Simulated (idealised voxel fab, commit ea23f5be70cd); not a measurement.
The process module presented herein is designated voxel air gaps.
Cross-sectional view cut (width: 205 nm; square cell size: 5 nm).
Cross-section layout: square cells on a grid; listed as bands, top to bottom; a band spans one or more cell rows.
Top height, bottom height, nm. Materials left to right, width each, nm. Single material + "full width" = fills band edge to edge. "air" = empty.
Beneath 0, the wafer as received is one material, and that level is where height counting begins. The lowest band goes on downward without a bottom; it is written like "0 and below".
When a width is written as two numbers, as in "30..40", the first number is the width in the top row of cells of the band and the second is the width in its bottom row, and the width changes by the same amount from each row to the next.
Step marked "nothing changed"? Then no cell in the cross-section changed in it.
Voids not open to the top, 8 cells minimum: see "Closed voids list". Written width x height at distance; distance is from the left edge; nm.
Read whatever lies past the settings on a step's line as the simulator's own remark about the step.
overlay nm: for a step with a mask, the amount by which the mask lay right of where it was planned; a negative amount means left of it.
Heads up before you read on: it's before/after pairs around one process step each, after side only down to the lowest band that changed, step plus settings under the pair. Pairs can be from different runs of this module, same starting wafer, so only chain a pair onto the one above if its "Pre-process cross-section" entry says so.
Pre-process cross-section:
    0 and below | Si full width
    Closed voids list: none
As Processed:
    10 down to 0 | SiO2 full width
    Below a height of 0, the structure has not been altered.
    Closed voids list: none
Transition step, before and after shown above: CONFORMAL_DEP [material SiO2] [thk nm 10]
Pre-process cross-section: check the pair just above; its after cross-section is our before state.
As Processed:
    15 down to 10 | SiN full width
    Below a height of 10, the structure has not been altered.
    Closed voids list: none
Transition step, before and after shown above: CONFORMAL_DEP [material SiN] [thk nm 5]
Pre-process cross-section: check the pair just above; its after cross-section is our before state.
As Processed:
    55 down to 15 | SiO2 full width
    Below a height of 15, the structure has not been altered.
    Closed voids list: none
Transition step, before and after shown above: DIRECTIONAL_DEP [material SiO2] [thk nm 40]
Pre-process cross-section: check the pair just above; its after cross-section is our before state.
As Processed:
    75 down to 55 | resist 55, air 15, resist 25, air 15, resist 25, air 15, resist 55
    Below a height of 55, the structure has not been altered.
    Closed voids list: none
Transition step, before and after shown above: PATTERN [tone open] [mask id LINES] [material resist] [width nm 15] [pitch nm 40] [thk nm 20] [overlay nm 0]
Pre-process cross-section: check the pair just above; its after cross-section is our before state.
As Processed:
    75 down to 55 | resist 55, air 15, resist 25, air 15, resist 25, air 15, resist 55
    55 down to 15 | SiO2 55, air 15, SiO2 25, air 15, SiO2 25, air 15, SiO2 55
    Below a height of 15, the structure has not been altered.
    Closed voids list: none
Transition step, before and after shown above: DIRECTIONAL_ETCH [etch materials SiO2] [depth nm 40]
Pre-process cross-section: check the pair just above; its after cross-section is our before state.
As Processed:
    55 down to 15 | SiO2 55, air 15, SiO2 25, air 15, SiO2 25, air 15, SiO2 55
    Below a height of 15, the structure has not been altered.
    Closed voids list: none
Transition step, before and after shown above: STRIP [etch materials resist]
Pre-process cross-section: check the pair just above; its after cross-section is our before state.
As Processed:
    60 down to 55 | TiN 60, air 5, TiN 35, air 5, TiN 35, air 5, TiN 60
    55 down to 20 | SiO2 55, TiN 5, air 5, TiN 5, SiO2 25, TiN 5, air 5, TiN 5, SiO2 25, TiN 5, air 5, TiN 5, SiO2 55
    20 down to 15 | SiO2 55, TiN 15, SiO2 25, TiN 15, SiO2 25, TiN 15, SiO2 55
    Below a height of 15, the structure has not been altered.
    Closed voids list: none
Transition step, before and after shown above: CONFORMAL_DEP [material TiN] [thk nm 5]
Pre-process cross-section: check the pair just above; its after cross-section is our before state.
As Processed:
    65 down to 60 | Cu full width
    60 down to 55 | TiN 60, Cu 5, TiN 35, Cu 5, TiN 35, Cu 5, TiN 60
    55 down to 20 | SiO2 55, TiN 5, Cu 5, TiN 5, SiO2 25, TiN 5, Cu 5, TiN 5, SiO2 25, TiN 5, Cu 5, TiN 5, SiO2 55
    Below a height of 20, the structure has not been altered.
    Closed voids list: none
Transition step, before and after shown above: FILL_DEP [material Cu] [thk nm 5]
Pre-process cross-section: check the pair just above; its after cross-section is our before state.
As Processed:
    55 down to 20 | SiO2 55, TiN 5, Cu 5, TiN 5, SiO2 25, TiN 5, Cu 5, TiN 5, SiO2 25, TiN 5, Cu 5, TiN 5, SiO2 55
    Below a height of 20, the structure has not been altered.
    Closed voids list: none
Transition step, before and after shown above: CMP [height nm 55]
Pre-process cross-section: check the pair just above; its after cross-section is our before state.
As Processed:
    65 down to 55 | air 45, Ru 35, air 5, Ru 35, air 5, Ru 35, air 45
    Below a height of 55, the structure has not been altered.
    Closed voids list: none
Transition step, before and after shown above: EPI [material Ru] [thk nm 10]
Pre-process cross-section: check the pair just above; its after cross-section is our before state.
As Processed:
    65 down to 55 | air 45, Ru 35, air 5, Ru 35, air 5, Ru 35, air 45
    55 down to 20 | air 55, TiN 5, Cu 5, TiN 5, air 25, TiN 5, Cu 5, TiN 5, air 25, TiN 5, Cu 5, TiN 5, air 55
    20 down to 15 | air 55, TiN 15, air 25, TiN 15, air 25, TiN 15, air 55
    Below a height of 15, the structure has not been altered.
    Closed voids list: none
Transition step, before and after shown above: SELECTIVE_ETCH [etch materials SiO2] [depth nm 50]
Pre-process cross-section: check the pair just above; its after cross-section is our before state.
As Processed:
    70 down to 65 | air 40, SiN 125, air 40
    65 down to 55 | air 40, SiN 5, Ru 35, SiN 5, Ru 35, SiN 5, Ru 35, SiN 5, air 40
    55 down to 50 | air 40, SiN 15, TiN 5, Cu 5, TiN 5, SiN 25, TiN 5, Cu 5, TiN 5, SiN 25, TiN 5, Cu 5, TiN 5, SiN 15, air 40
    50 down to 20 | air 50, SiN 5, TiN 5, Cu 5, TiN 5, SiN 5, air 15, SiN 5, TiN 5, Cu 5, TiN 5, SiN 5, air 15, SiN 5, TiN 5, Cu 5, TiN 5, SiN 5, air 50
    20 down to 15 | SiN 55, TiN 15, SiN 25, TiN 15, SiN 25, TiN 15, SiN 55
    Below a height of 15, the structure has not been altered.
    Closed voids list: 15 x 30 at 75; 15 x 30 at 115
Transition step, before and after shown above: CONFORMAL_DEP [material SiN] [thk nm 5]
Pre-process cross-section:
    0 and below | Si full width
    Closed voids list: none
As Processed:
    5 down to 0 | SiN full width
    Below a height of 0, the structure has not been altered.
    Closed voids list: none
Transition step, before and after shown above: CONFORMAL_DEP [material SiN] [thk nm 5]
Pre-process cross-section: check the pair just above; its after cross-section is our before state.
As Processed:
    45 down to 5 | SiO2 full width
    Below a height of 5, the structure has not been altered.
    Closed voids list: none
Transition step, before and after shown above: DIRECTIONAL_DEP [material SiO2] [thk nm 40]
Pre-process cross-section: check the pair just above; its after cross-section is our before state.
As Processed:
    65 down to 45 | resist 55, air 15, resist 25, air 15, resist 25, air 15, resist 55
    Below a height of 45, the structure has not been altered.
    Closed voids list: none
Transition step, before and after shown above: PATTERN [tone open] [mask id LINES] [material resist] [width nm 15] [pitch nm 40] [thk nm 20] [overlay nm 0]
Pre-process cross-section: check the pair just above; its after cross-section is our before state.
As Processed:
    65 down to 45 | resist 55, air 15, resist 25, air 15, resist 25, air 15, resist 55
    45 down to 5 | SiO2 55, air 15, SiO2 25, air 15, SiO2 25, air 15, SiO2 55
    Below a height of 5, the structure has not been altered.
    Closed voids list: none
Transition step, before and after shown above: DIRECTIONAL_ETCH [etch materials SiO2] [depth nm 40]
Pre-process cross-section: check the pair just above; its after cross-section is our before state.
As Processed:
    45 down to 5 | SiO2 55, air 15, SiO2 25, air 15, SiO2 25, air 15, SiO2 55
    Below a height of 5, the structure has not been altered.
    Closed voids list: none
Transition step, before and after shown above: STRIP [etch materials resist]
Pre-process cross-section: check the pair just above; its after cross-section is our before state.
As Processed:
    50 down to 45 | TiN 60, air 5, TiN 35, air 5, TiN 35, air 5, TiN 60
    45 down to 10 | SiO2 55, TiN 5, air 5, TiN 5, SiO2 25, TiN 5, air 5, TiN 5, SiO2 25, TiN 5, air 5, TiN 5, SiO2 55
    10 down to 5 | SiO2 55, TiN 15, SiO2 25, TiN 15, SiO2 25, TiN 15, SiO2 55
    Below a height of 5, the structure has not been altered.
    Closed voids list: none
Transition step, before and after shown above: CONFORMAL_DEP [material TiN] [thk nm 5]
Pre-process cross-section: check the pair just above; its after cross-section is our before state.
As Processed:
    55 down to 50 | Cu full width
    50 down to 45 | TiN 60, Cu 5, TiN 35, Cu 5, TiN 35, Cu 5, TiN 60
    45 down to 10 | SiO2 55, TiN 5, Cu 5, TiN 5, SiO2 25, TiN 5, Cu 5, TiN 5, SiO2 25, TiN 5, Cu 5, TiN 5, SiO2 55
    Below a height of 10, the structure has not been altered.
    Closed voids list: none
Transition step, before and after shown above: FILL_DEP [material Cu] [thk nm 5]
Pre-process cross-section: check the pair just above; its after cross-section is our before state.
As Processed:
    65 down to 55 | Ru full width
    Below a height of 55, the structure has not been altered.
    Closed voids list: none
Transition step, before and after shown above: EPI [material Ru] [thk nm 10]
Pre-process cross-section: check the pair just above; its after cross-section is our before state.
As Processed:
    70 down to 65 | SiN full width
    Below a height of 65, the structure has not been altered.
    Closed voids list: none
Transition step, before and after shown above: CONFORMAL_DEP [material SiN] [thk nm 5]
Pre-process cross-section:
    65 down to 55 | air 45, Ru 35, air 5, Ru 35, air 5, Ru 35, air 45
    55 down to 20 | SiO2 55, TiN 5, Cu 5, TiN 5, SiO2 25, TiN 5, Cu 5, TiN 5, SiO2 25, TiN 5, Cu 5, TiN 5, SiO2 55
    20 down to 15 | SiO2 55, TiN 15, SiO2 25, TiN 15, SiO2 25, TiN 15, SiO2 55
    15 down to 10 | SiN full width
    10 down to 0 | SiO2 full width
    0 and below | Si full width
    Closed voids list: none
As Processed:
    75 down to 55 | air 35, Ru 135, air 35
    Below a height of 55, the structure has not been altered.
    Closed voids list: none
Transition step, before and after shown above: EPI [material Ru] [thk nm 10]
Pre-process cross-section: check the pair just above; its after cross-section is our before state.
As Processed:
    75 down to 55 | air 35, Ru 135, air 35
    55 down to 20 | air 55, TiN 5, Cu 5, TiN 5, SiO2 25, TiN 5, Cu 5, TiN 5, SiO2 25, TiN 5, Cu 5, TiN 5, air 55
    20 down to 15 | air 55, TiN 15, SiO2 25, TiN 15, SiO2 25, TiN 15, air 55
    Below a height of 15, the structure has not been altered.
    Closed voids list: none
Transition step, before and after shown above: SELECTIVE_ETCH [etch materials SiO2] [depth nm 50]
Pre-process cross-section: check the pair just above; its after cross-section is our before state.
As Processed:
    80 down to 75 | air 30, SiN 145, air 30
    75 down to 55 | air 30, SiN 5, Ru 135, SiN 5, air 30
    55 down to 50 | air 30, SiN 25, TiN 5, Cu 5, TiN 5, SiO2 25, TiN 5, Cu 5, TiN 5, SiO2 25, TiN 5, Cu 5, TiN 5, SiN 25, air 30
    50 down to 20 | air 50, SiN 5, TiN 5, Cu 5, TiN 5, SiO2 25, TiN 5, Cu 5, TiN 5, SiO2 25, TiN 5, Cu 5, TiN 5, SiN 5, air 50
    20 down to 15 | SiN 55, TiN 15, SiO2 25, TiN 15, SiO2 25, TiN 15, SiN 55
    Below a height of 15, the structure has not been altered.
    Closed voids list: none
Transition step, before and after shown above: CONFORMAL_DEP [material SiN] [thk nm 5]
Pre-process cross-section:
    55 down to 20 | SiO2 55, TiN 5, Cu 5, TiN 5, SiO2 25, TiN 5, Cu 5, TiN 5, SiO2 25, TiN 5, Cu 5, TiN 5, SiO2 55
    20 down to 15 | SiO2 55, TiN 15, SiO2 25, TiN 15, SiO2 25, TiN 15, SiO2 55
    15 down to 10 | SiN full width
    10 down to 0 | SiO2 full width
    0 and below | Si full width
    Closed voids list: none
As Processed:
    55 down to 20 | air 55, TiN 5, Cu 5, TiN 5, air 25, TiN 5, Cu 5, TiN 5, air 25, TiN 5, Cu 5, TiN 5, air 55
    20 down to 15 | air 55, TiN 15, air 25, TiN 15, air 25, TiN 15, air 55
    Below a height of 15, the structure has not been altered.
    Closed voids list: none
Transition step, before and after shown above: SELECTIVE_ETCH [etch materials SiO2] [depth nm 50]
Pre-process cross-section: check the pair just above; its after cross-section is our before state.
As Processed:
    65 down to 55 | air 45, Ru 35, air 5, Ru 35, air 5, Ru 35, air 45
    55 down to 20 | air 45, Ru 10, TiN 5, Cu 5, TiN 5, Ru 10, air 5, Ru 10, TiN 5, Cu 5, TiN 5, Ru 10, air 5, Ru 10, TiN 5, Cu 5, TiN 5, Ru 10, air 45
    20 down to 15 | air 45, Ru 10, TiN 15, Ru 10, air 5, Ru 10, TiN 15, Ru 10, air 5, Ru 10, TiN 15, Ru 10, air 45
    Below a height of 15, the structure has not been altered.
    Closed voids list: none
Transition step, before and after shown above: EPI [material Ru] [thk nm 10]
Pre-process cross-section: check the pair just above; its after cross-section is our before state.
As Processed:
    70 down to 65 | air 40, SiN 125, air 40
    65 down to 55 | air 40, SiN 5, Ru 35, SiN 5, Ru 35, SiN 5, Ru 35, SiN 5, air 40
    55 down to 20 | air 40, SiN 5, Ru 10, TiN 5, Cu 5, TiN 5, Ru 10, SiN 5, Ru 10, TiN 5, Cu 5, TiN 5, Ru 10, SiN 5, Ru 10, TiN 5, Cu 5, TiN 5, Ru 10, SiN 5, air 40
    20 down to 15 | SiN 45, Ru 10, TiN 15, Ru 10, SiN 5, Ru 10, TiN 15, Ru 10, SiN 5, Ru 10, TiN 15, Ru 10, SiN 45
    Below a height of 15, the structure has not been altered.
    Closed voids list: none
Transition step, before and after shown above: CONFORMAL_DEP [material SiN] [thk nm 5]
Pre-process cross-section:
    65 down to 60 | Cu full width
    60 down to 55 | TiN 60, Cu 5, TiN 35, Cu 5, TiN 35, Cu 5, TiN 60
    55 down to 20 | SiO2 55, TiN 5, Cu 5, TiN 5, SiO2 25, TiN 5, Cu 5, TiN 5, SiO2 25, TiN 5, Cu 5, TiN 5, SiO2 55
    20 down to 15 | SiO2 55, TiN 15, SiO2 25, TiN 15, SiO2 25, TiN 15, SiO2 55
    15 down to 10 | SiN full width
    10 down to 0 | SiO2 full width
    0 and below | Si full width
    Closed voids list: none
As Processed:
    50 down to 20 | SiO2 55, TiN 5, Cu 5, TiN 5, SiO2 25, TiN 5, Cu 5, TiN 5, SiO2 25, TiN 5, Cu 5, TiN 5, SiO2 55
    Below a height of 20, the structure has not been altered.
    Closed voids list: none
Transition step, before and after shown above: CMP [height nm 50]
Pre-process cross-section: check the pair just above; its after cross-section is our before state.
As Processed:
    60 down to 50 | air 45, Ru 35, air 5, Ru 35, air 5, Ru 35, air 45
    Below a height of 50, the structure has not been altered.
    Closed voids list: none
Transition step, before and after shown above: EPI [material Ru] [thk nm 10]
Pre-process cross-section: check the pair just above; its after cross-section is our before state.
As Processed:
    60 down to 50 | air 45, Ru 35, air 5, Ru 35, air 5, Ru 35, air 45
    50 down to 20 | air 55, TiN 5, Cu 5, TiN 5, air 25, TiN 5, Cu 5, TiN 5, air 25, TiN 5, Cu 5, TiN 5, air 55
    20 down to 15 | air 55, TiN 15, air 25, TiN 15, air 25, TiN 15, air 55
    Below a height of 15, the structure has not been altered.
    Closed voids list: none
Transition step, before and after shown above: SELECTIVE_ETCH [etch materials SiO2] [depth nm 50]
Pre-process cross-section: check the pair just above; its after cross-section is our before state.
As Processed:
    65 down to 60 | air 40, SiN 125, air 40
    60 down to 50 | air 40, SiN 5, Ru 35, SiN 5, Ru 35, SiN 5, Ru 35, SiN 5, air 40
    50 down to 45 | air 40, SiN 15, TiN 5, Cu 5, TiN 5, SiN 25, TiN 5, Cu 5, TiN 5, SiN 25, TiN 5, Cu 5, TiN 5, SiN 15, air 40
    45 down to 20 | air 50, SiN 5, TiN 5, Cu 5, TiN 5, SiN 5, air 15, SiN 5, TiN 5, Cu 5, TiN 5, SiN 5, air 15, SiN 5, TiN 5, Cu 5, TiN 5, SiN 5, air 50
    20 down to 15 | SiN 55, TiN 15, SiN 25, TiN 15, SiN 25, TiN 15, SiN 55
    Below a height of 15, the structure has not been altered.
    Closed voids list: 15 x 25 at 75; 15 x 25 at 115
Transition step, before and after shown above: CONFORMAL_DEP [material SiN] [thk nm 5]
Pre-process cross-section:
    55 down to 15 | SiO2 full width
    15 down to 10 | SiN full width
    10 down to 0 | SiO2 full width
    0 and below | Si full width
    Closed voids list: none
As Processed:
    75 down to 55 | resist 55, air 20, resist 20, air 20, resist 20, air 20, resist 50
    Below a height of 55, the structure has not been altered.
    Closed voids list: none
Transition step, before and after shown above: PATTERN [tone open] [mask id LINES] [material resist] [width nm 20] [pitch nm 40] [thk nm 20] [overlay nm 0]
Pre-process cross-section: check the pair just above; its after cross-section is our before state.
As Processed:
    75 down to 55 | resist 55, air 20, resist 20, air 20, resist 20, air 20, resist 50
    55 down to 15 | SiO2 55, air 20, SiO2 20, air 20, SiO2 20, air 20, SiO2 50
    Below a height of 15, the structure has not been altered.
    Closed voids list: none
Transition step, before and after shown above: DIRECTIONAL_ETCH [etch materials SiO2] [depth nm 40]
Pre-process cross-section: check the pair just above; its after cross-section is our before state.
As Processed:
    55 down to 15 | SiO2 55, air 20, SiO2 20, air 20, SiO2 20, air 20, SiO2 50
    Below a height of 15, the structure has not been altered.
    Closed voids list: none
Transition step, before and after shown above: STRIP [etch materials resist]
Pre-process cross-section: check the pair just above; its after cross-section is our before state.
As Processed:
    60 down to 55 | TiN 60, air 10, TiN 30, air 10, TiN 30, air 10, TiN 55
    55 down to 20 | SiO2 55, TiN 5, air 10, TiN 5, SiO2 20, TiN 5, air 10, TiN 5, SiO2 20, TiN 5, air 10, TiN 5, SiO2 50
    20 down to 15 | SiO2 55, TiN 20, SiO2 20, TiN 20, SiO2 20, TiN 20, SiO2 50
    Below a height of 15, the structure has not been altered.
    Closed voids list: none
Transition step, before and after shown above: CONFORMAL_DEP [material TiN] [thk nm 5]
Pre-process cross-section: check the pair just above; its after cross-section is our before state.
As Processed:
    65 down to 60 | Cu full width
    60 down to 55 | TiN 60, Cu 10, TiN 30, Cu 10, TiN 30, Cu 10, TiN 55
    55 down to 20 | SiO2 55, TiN 5, Cu 10, TiN 5, SiO2 20, TiN 5, Cu 10, TiN 5, SiO2 20, TiN 5, Cu 10, TiN 5, SiO2 50
    Below a height of 20, the structure has not been altered.
    Closed voids list: none
Transition step, before and after shown above: FILL_DEP [material Cu] [thk nm 5]
Pre-process cross-section: check the pair just above; its after cross-section is our before state.
As Processed:
    55 down to 20 | SiO2 55, TiN 5, Cu 10, TiN 5, SiO2 20, TiN 5, Cu 10, TiN 5, SiO2 20, TiN 5, Cu 10, TiN 5, SiO2 50
    Below a height of 20, the structure has not been altered.
    Closed voids list: none
Transition step, before and after shown above: CMP [height nm 55]
Pre-process cross-section: check the pair just above; its after cross-section is our before state.
As Processed:
    65 down to 55 | air 45, Ru 120, air 40
    Below a height of 55, the structure has not been altered.
    Closed voids list: none
Transition step, before and after shown above: EPI [material Ru] [thk nm 10]
Pre-process cross-section: check the pair just above; its after cross-section is our before state.
As Processed:
    65 down to 55 | air 45, Ru 120, air 40
    55 down to 20 | air 55, TiN 5, Cu 10, TiN 5, SiO2 20, TiN 5, Cu 10, TiN 5, SiO2 20, TiN 5, Cu 10, TiN 5, air 50
    20 down to 15 | air 55, TiN 20, SiO2 20, TiN 20, SiO2 20, TiN 20, air 50
    Below a height of 15, the structure has not been altered.
    Closed voids list: none
Transition step, before and after shown above: SELECTIVE_ETCH [etch materials SiO2] [depth nm 50]
Pre-process cross-section: check the pair just above; its after cross-section is our before state.
As Processed:
    70 down to 65 | air 40, SiN 130, air 35
    65 down to 55 | air 40, SiN 5, Ru 120, SiN 5, air 35
    55 down to 50 | air 40, SiN 15, TiN 5, Cu 10, TiN 5, SiO2 20, TiN 5, Cu 10, TiN 5, SiO2 20, TiN 5, Cu 10, TiN 5, SiN 15, air 35
    50 down to 20 | air 50, SiN 5, TiN 5, Cu 10, TiN 5, SiO2 20, TiN 5, Cu 10, TiN 5, SiO2 20, TiN 5, Cu 10, TiN 5, SiN 5, air 45
    20 down to 15 | SiN 55, TiN 20, SiO2 20, TiN 20, SiO2 20, TiN 20, SiN 50
    Below a height of 15, the structure has not been altered.
    Closed voids list: none
Transition step, before and after shown above: CONFORMAL_DEP [material SiN] [thk nm 5]
Pre-process cross-section:
    55 down to 15 | SiO2 full width
    15 down to 10 | SiN full width
    10 down to 0 | SiO2 full width
    0 and below | Si full width
    Closed voids list: none
As Processed:
    75 down to 55 | resist 50, air 15, resist 25, air 15, resist 25, air 15, resist 60
    Below a height of 55, the structure has not been altered.
    Closed voids list: none
Transition step, before and after shown above: PATTERN [tone open] [mask id LINES] [material resist] [width nm 15] [pitch nm 40] [thk nm 20] [overlay nm -5]
Pre-process cross-section: check the pair just above; its after cross-section is our before state.
As Processed:
    75 down to 55 | resist 50, air 15, resist 25, air 15, resist 25, air 15, resist 60
    55 down to 15 | SiO2 50, air 15, SiO2 25, air 15, SiO2 25, air 15, SiO2 60
    Below a height of 15, the structure has not been altered.
    Closed voids list: none
Transition step, before and after shown above: DIRECTIONAL_ETCH [etch materials SiO2] [depth nm 40]
Pre-process cross-section: check the pair just above; its after cross-section is our before state.
As Processed:
    55 down to 15 | SiO2 50, air 15, SiO2 25, air 15, SiO2 25, air 15, SiO2 60
    Below a height of 15, the structure has not been altered.
    Closed voids list: none
Transition step, before and after shown above: STRIP [etch materials resist]
Pre-process cross-section: check the pair just above; its after cross-section is our before state.
As Processed:
    60 down to 55 | TiN 55, air 5, TiN 35, air 5, TiN 35, air 5, TiN 65
    55 down to 20 | SiO2 50, TiN 5, air 5, TiN 5, SiO2 25, TiN 5, air 5, TiN 5, SiO2 25, TiN 5, air 5, TiN 5, SiO2 60
    20 down to 15 | SiO2 50, TiN 15, SiO2 25, TiN 15, SiO2 25, TiN 15, SiO2 60
    Below a height of 15, the structure has not been altered.
    Closed voids list: none
Transition step, before and after shown above: CONFORMAL_DEP [material TiN] [thk nm 5]
Pre-process cross-section: check the pair just above; its after cross-section is our before state.
As Processed:
    65 down to 60 | Cu full width
    60 down to 55 | TiN 55, Cu 5, TiN 35, Cu 5, TiN 35, Cu 5, TiN 65
    55 down to 20 | SiO2 50, TiN 5, Cu 5, TiN 5, SiO2 25, TiN 5, Cu 5, TiN 5, SiO2 25, TiN 5, Cu 5, TiN 5, SiO2 60
    Below a height of 20, the structure has not been altered.
    Closed voids list: none
Transition step, before and after shown above: FILL_DEP [material Cu] [thk nm 5]
Pre-process cross-section: check the pair just above; its after cross-section is our before state.
As Processed:
    55 down to 20 | SiO2 50, TiN 5, Cu 5, TiN 5, SiO2 25, TiN 5, Cu 5, TiN 5, SiO2 25, TiN 5, Cu 5, TiN 5, SiO2 60
    Below a height of 20, the structure has not been altered.
    Closed voids list: none
Transition step, before and after shown above: CMP [height nm 55]
Pre-process cross-section: check the pair just above; its after cross-section is our before state.
As Processed:
    65 down to 55 | air 40, Ru 35, air 5, Ru 35, air 5, Ru 35, air 50
    Below a height of 55, the structure has not been altered.
    Closed voids list: none
Transition step, before and after shown above: EPI [material Ru] [thk nm 10]
Pre-process cross-section: check the pair just above; its after cross-section is our before state.
As Processed:
    65 down to 55 | air 40, Ru 35, air 5, Ru 35, air 5, Ru 35, air 50
    55 down to 20 | air 50, TiN 5, Cu 5, TiN 5, air 25, TiN 5, Cu 5, TiN 5, air 25, TiN 5, Cu 5, TiN 5, air 60
    20 down to 15 | air 50, TiN 15, air 25, TiN 15, air 25, TiN 15, air 60
    Below a height of 15, the structure has not been altered.
    Closed voids list: none
Transition step, before and after shown above: SELECTIVE_ETCH [etch materials SiO2] [depth nm 50]
Pre-process cross-section: check the pair just above; its after cross-section is our before state.
As Processed:
    70 down to 65 | air 35, SiN 125, air 45
    65 down to 55 | air 35, SiN 5, Ru 35, SiN 5, Ru 35, SiN 5, Ru 35, SiN 5, air 45
    55 down to 50 | air 35, SiN 15, TiN 5, Cu 5, TiN 5, SiN 25, TiN 5, Cu 5, TiN 5, SiN 25, TiN 5, Cu 5, TiN 5, SiN 15, air 45
    50 down to 20 | air 45, SiN 5, TiN 5, Cu 5, TiN 5, SiN 5, air 15, SiN 5, TiN 5, Cu 5, TiN 5, SiN 5, air 15, SiN 5, TiN 5, Cu 5, TiN 5, SiN 5, air 55
    20 down to 15 | SiN 50, TiN 15, SiN 25, TiN 15, SiN 25, TiN 15, SiN 60
    Below a height of 15, the structure has not been altered.
    Closed voids list: 15 x 30 at 70; 15 x 30 at 110
Transition step, before and after shown above: CONFORMAL_DEP [material SiN] [thk nm 5]
Pre-process cross-section:
    65 down to 55 | air 45, Ru 35, air 5, Ru 35, air 5, Ru 35, air 45
    55 down to 20 | air 55, TiN 5, Cu 5, TiN 5, air 25, TiN 5, Cu 5, TiN 5, air 25, TiN 5, Cu 5, TiN 5, air 55
    20 down to 15 | air 55, TiN 15, air 25, TiN 15, air 25, TiN 15, air 55
    15 down to 10 | SiN full width
    10 down to 0 | SiO2 full width
    0 and below | Si full width
    Closed voids list: none
As Processed:
    70 down to 65 | air 40, SiO2 125, air 40
    65 down to 55 | air 40, SiO2 5, Ru 35, SiO2 5, Ru 35, SiO2 5, Ru 35, SiO2 5, air 40
    55 down to 50 | air 40, SiO2 15, TiN 5, Cu 5, TiN 5, SiO2 25, TiN 5, Cu 5, TiN 5, SiO2 25, TiN 5, Cu 5, TiN 5, SiO2 15, air 40
    50 down to 20 | air 50, SiO2 5, TiN 5, Cu 5, TiN 5, SiO2 5, air 15, SiO2 5, TiN 5, Cu 5, TiN 5, SiO2 5, air 15, SiO2 5, TiN 5, Cu 5, TiN 5, SiO2 5, air 50
    20 down to 15 | SiO2 55, TiN 15, SiO2 25, TiN 15, SiO2 25, TiN 15, SiO2 55
    Below a height of 15, the structure has not been altered.
    Closed voids list: 15 x 30 at 75; 15 x 30 at 115
Transition step, before and after shown above: CONFORMAL_DEP [material SiO2] [thk nm 5]
Pre-process cross-section:
    55 down to 15 | SiO2 full width
    15 down to 10 | SiN full width
    10 down to 0 | SiO2 full width
    0 and below | Si full width
    Closed voids list: none
As Processed:
    75 down to 55 | air 55, resist 15, air 25, resist 15, air 25, resist 15, air 55
    Below a height of 55, the structure has not been altered.
    Closed voids list: none
Transition step, before and after shown above: PATTERN [tone cover] [mask id LINES] [material resist] [width nm 15] [pitch nm 40] [thk nm 20] [overlay nm 0]
Pre-process cross-section: check the pair just above; its after cross-section is our before state.
As Processed:
    75 down to 55 | air 55, resist 15, air 25, resist 15, air 25, resist 15, air 55
    55 down to 15 | air 55, SiO2 15, air 25, SiO2 15, air 25, SiO2 15, air 55
    Below a height of 15, the structure has not been altered.
    Closed voids list: none
Transition step, before and after shown above: DIRECTIONAL_ETCH [etch materials SiO2] [depth nm 40]
Pre-process cross-section: check the pair just above; its after cross-section is our before state.
As Processed:
    55 down to 15 | air 55, SiO2 15, air 25, SiO2 15, air 25, SiO2 15, air 55
    Below a height of 15, the structure has not been altered.
    Closed voids list: none
Transition step, before and after shown above: STRIP [etch materials resist]
Pre-process cross-section: check the pair just above; its after cross-section is our before state.
As Processed:
    60 down to 55 | air 50, TiN 25, air 15, TiN 25, air 15, TiN 25, air 50
    55 down to 20 | air 50, TiN 5, SiO2 15, TiN 5, air 15, TiN 5, SiO2 15, TiN 5, air 15, TiN 5, SiO2 15, TiN 5, air 50
    20 down to 15 | TiN 55, SiO2 15, TiN 25, SiO2 15, TiN 25, SiO2 15, TiN 55
    Below a height of 15, the structure has not been altered.
    Closed voids list: none
Transition step, before and after shown above: CONFORMAL_DEP [material TiN] [thk nm 5]
Pre-process cross-section: check the pair just above; its after cross-section is our before state.
As Processed:
    65 down to 60 | Cu full width
    60 down to 55 | Cu 50, TiN 25, Cu 15, TiN 25, Cu 15, TiN 25, Cu 50
    55 down to 20 | Cu 50, TiN 5, SiO2 15, TiN 5, Cu 15, TiN 5, SiO2 15, TiN 5, Cu 15, TiN 5, SiO2 15, TiN 5, Cu 50
    Below a height of 20, the structure has not been altered.
    Closed voids list: none
Transition step, before and after shown above: FILL_DEP [material Cu] [thk nm 5]
Pre-process cross-section: check the pair just above; its after cross-section is our before state.
As Processed:
    55 down to 20 | Cu 50, TiN 5, SiO2 15, TiN 5, Cu 15, TiN 5, SiO2 15, TiN 5, Cu 15, TiN 5, SiO2 15, TiN 5, Cu 50
    Below a height of 20, the structure has not been altered.
    Closed voids list: none
Transition step, before and after shown above: CMP [height nm 55]
Pre-process cross-section: check the pair just above; its after cross-section is our before state.
As Processed:
    65 down to 55 | Ru full width
    Below a height of 55, the structure has not been altered.
    Closed voids list: none
Transition step, before and after shown above: EPI [material Ru] [thk nm 10]
Pre-process cross-section: check the pair just above; its after cross-section is our before state.
As Processed:
    70 down to 65 | SiN full width
    Below a height of 65, the structure has not been altered.
    Closed voids list: none
Transition step, before and after shown above: CONFORMAL_DEP [material SiN] [thk nm 5]
